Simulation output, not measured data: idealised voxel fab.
Title: Process Module voxel capacitor over wiring
Section shown: cut. Width: 180 nm. Cell size: 5 nm, square.
Cross-section format: a grid of square cells, given as bands from top to bottom; each band is one or more rows of cells. Look at the band entry: it leads with the top's height and the bottom's height in nm. Then it lists the materials left to right, with a width in nm for each. The word "full width" on a single material says that material fills the band edge to edge. The word "empty" is empty space. Height reference: 0 = level under which incoming wafer is all one material. Lowest band: no bottom, runs on downward, e.g. "top 0, no bottom". Quick explanation for "30 to 40": the width changes in equal steps down the rows of cells, from the first number in the band's top row to the second number in its bottom row. You'll sometimes find "nothing got changed" written for a step, and that's the way of saying that nowhere in the cross-section did a cell change during that step. "Completely sealed voids": sealed empty spaces, 8 cells or more, no open way to top, listed width x height at distance, with distance from the left edge and width, height and distance in nm. That trailing text on a step's line, after the settings, is the simulator's own remark on the step. overlay nm: mask right of planned place by this much (step with mask). Neg. = left.

HERE'S WHAT THE PLANNED PROCESS STEPS LOOK LIKE
1 RECEIVE: material Si
2 CONFORMAL_DEP: material SiO2, thk nm 10
3 DIRECTIONAL_DEP: material TiN, thk nm 5
4 DIRECTIONAL_DEP: material Ru, thk nm 20
5 MASKED_ETCH: tone cover, mask id METAL_1, width nm 20, pitch nm 75, etch materials Ru, depth nm 20, overlay nm 0
6 MASKED_ETCH: tone cover, mask id METAL_1, width nm 20, pitch nm 75, etch materials TiN, depth nm 5, overlay nm -15
7 CONFORMAL_DEP: material SiN, thk nm 5
8 FILL_DEP: material SiO2, thk nm 10
9 CMP: height nm 35
10 CONFORMAL_DEP: material SiCN, thk nm 5
11 DIRECTIONAL_DEP: material lowk, thk nm 10
12 PATTERN: tone open, mask id PLUG_1, material resist, width nm 15, thk nm 15, overlay nm 0
13 DIRECTIONAL_ETCH: etch materials lowk, depth nm 10
14 DIRECTIONAL_ETCH: etch materials SiCN, depth nm 5
15 STRIP: etch materials resist
16 CONFORMAL_DEP: material TiN, thk nm 5
17 FILL_DEP: material W, thk nm 10
18 CMP: height nm 50
19 DIRECTIONAL_DEP: material TiN, thk nm 5
20 DIRECTIONAL_DEP: material SiN, thk nm 5
21 DIRECTIONAL_DEP: material TiN, thk nm 10
22 PATTERN: tone cover, mask id UPPER_PLATE, material resist, width nm 60, thk nm 15, overlay nm 0
23 DIRECTIONAL_ETCH: etch materials TiN, depth nm 10
24 DIRECTIONAL_ETCH: etch materials SiN, depth nm 5
25 STRIP: etch materials resist
26 PATTERN: tone cover, mask id LOWER_PLATE, material resist, width nm 70, thk nm 15, overlay nm 0
27 DIRECTIONAL_ETCH: etch materials TiN, depth nm 5
28 STRIP: etch materials resist
29 FILL_DEP: material SiO2, thk nm 15
30 CMP: height nm 80
31 PATTERN: tone open, mask id PLUG_2, material resist, width nm 15, thk nm 15, overlay nm 0
32 DIRECTIONAL_ETCH: etch materials SiO2, depth nm 10
33 STRIP: etch materials resist
34 CONFORMAL_DEP: material TiN, thk nm 5
35 FILL_DEP: material Ru, thk nm 10
36 CMP: height nm 80
37 CONFORMAL_DEP: material SiCN, thk nm 5
Split variable: overlay nm, step 6. Plan value = first wafer. Wafers start alike.

THE FIRST OF SEVERAL WAFERS AS RECEIVED, SHOWN IN CROSS-SECTION; THIS IS ITS STATE AFTER STEP 1
    top 0, no bottom | Si full width
    Completely sealed voids: none

THE ROWS OF THE TABLE BELOW ARE WAFERS. LOOKING AT THE END OF THE MODULE, A ROW COUNTS, FOR EVERY MATERIAL, THE CELLS THE WAFER HAS GAINED, SHOWN AS (+), OR LOST, SHOWN AS (-), SINCE IT WAS RECEIVED; ITS CLOSED VOIDS COME NEXT
overlay nm -15 | +33 Ru | +69 SiCN | +56 SiN | +322 SiO2 | +64 TiN | +2 W | +66 lowk | Completely sealed voids: none
overlay nm -10 | +33 Ru | +69 SiCN | +56 SiN | +324 SiO2 | +62 TiN | +2 W | +66 lowk | Completely sealed voids: none
overlay nm -5 | +33 Ru | +69 SiCN | +56 SiN | +326 SiO2 | +60 TiN | +2 W | +66 lowk | Completely sealed voids: none
overlay nm 0 | +33 Ru | +69 SiCN | +56 SiN | +328 SiO2 | +58 TiN | +2 W | +66 lowk | Completely sealed voids: none
overlay nm 5 | +33 Ru | +69 SiCN | +56 SiN | +326 SiO2 | +60 TiN | +2 W | +66 lowk | Completely sealed voids: none
overlay nm 10 | +33 Ru | +69 SiCN | +56 SiN | +324 SiO2 | +62 TiN | +2 W | +66 lowk | Completely sealed voids: none
overlay nm 15 | +33 Ru | +69 SiCN | +56 SiN | +322 SiO2 | +64 TiN | +2 W | +66 lowk | Completely sealed voids: none
